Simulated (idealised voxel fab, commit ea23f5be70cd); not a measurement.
Process module, titled voxel fin reveal
The cross-section on display is named cut; it measures 250 nm wide, and its cells are 5 nm squares.
Cross-section spec: square-cell grid; bands listed top down; each band is one or more rows. This entry defines a band. It first specifies the height of the band's top and the height of its bottom in nm, and then specifies the band's materials from left to right, stating each material with its width in nm. The word "all across" identifies a single material that fills the band from edge to edge, while the word "air" identifies empty space. Heads up on the height convention: 0 is the point under which the incoming wafer is all one material, and the lowest band has no bottom, it just keeps going down, like "0 and below". Per-row width for "30 to 40": begins at first number (top row of band), ends at second number (bottom row), increment between rows held constant. "everything unchanged" (step): cross-section cells unchanged, all of them. Reported under the label "Closed empty spaces" are the empty spaces having no open way to the top and comprising 8 cells or more; the notation for each is width x height at distance, in which the distance is measured from the left edge and all three values are in nm. Read whatever lies past the settings on a step's line as the simulator's own remark about the step. overlay nm: how far to the right of its planned place the mask lay on this masked step (negative: to the left).

-- Here's what the planned process steps look like
- 1: RECEIVE: material Si
- 2: CONFORMAL_DEP: material SiN, thk nm 10
- 3: DIRECTIONAL_DEP: material aC, thk nm 15
- 4: PATTERN: tone cover, mask id FINS, material resist, width nm 15, pitch nm 40, thk nm 35, overlay nm 0
- 5: DIRECTIONAL_ETCH: etch materials aC, depth nm 15
- 6: STRIP: etch materials resist
- 7: DIRECTIONAL_ETCH: etch materials SiN, depth nm 10
- 8: DIRECTIONAL_ETCH: etch materials Si, depth nm 30
- 9: STRIP: etch materials aC
- 10: OXIDIZE: depth nm 5
- 11: FILL_DEP: material SiO2, thk nm 5
- 12: CMP: height nm 10
- 13: SELECTIVE_ETCH: etch materials SiO2, depth nm 30
- 14: STRIP: etch materials SiN
- 15: CONFORMAL_DEP: material SiO2, thk nm 5

-- As received (post step 1): cross-section
  0 and below = Si all across
  Closed empty spaces: none

-- Final cross-section, module run with one mistake (start and plan as above)
  5 down to 0 = SiO2: 75, air: 15, SiO2: 25, air: 15, SiO2: 25, air: 15, SiO2: 80
  0 down to -15 = Si: 70, SiO2: 5, air: 15, SiO2: 5, Si: 15, SiO2: 5, air: 15, SiO2: 5, Si: 15, SiO2: 5, air: 15, SiO2: 5, Si: 75
  -15 down to -35 = Si: 70, SiO2: 25, Si: 15, SiO2: 25, Si: 15, SiO2: 25, Si: 75
  -35 and below = Si all across
  Closed empty spaces: none
Diagnosis: step 4 was run on a setting that differed from the plan, and what really ran there is PATTERN: tone open, mask id FINS, material resist, width nm 15, pitch nm 40, thk nm 35, overlay nm 0
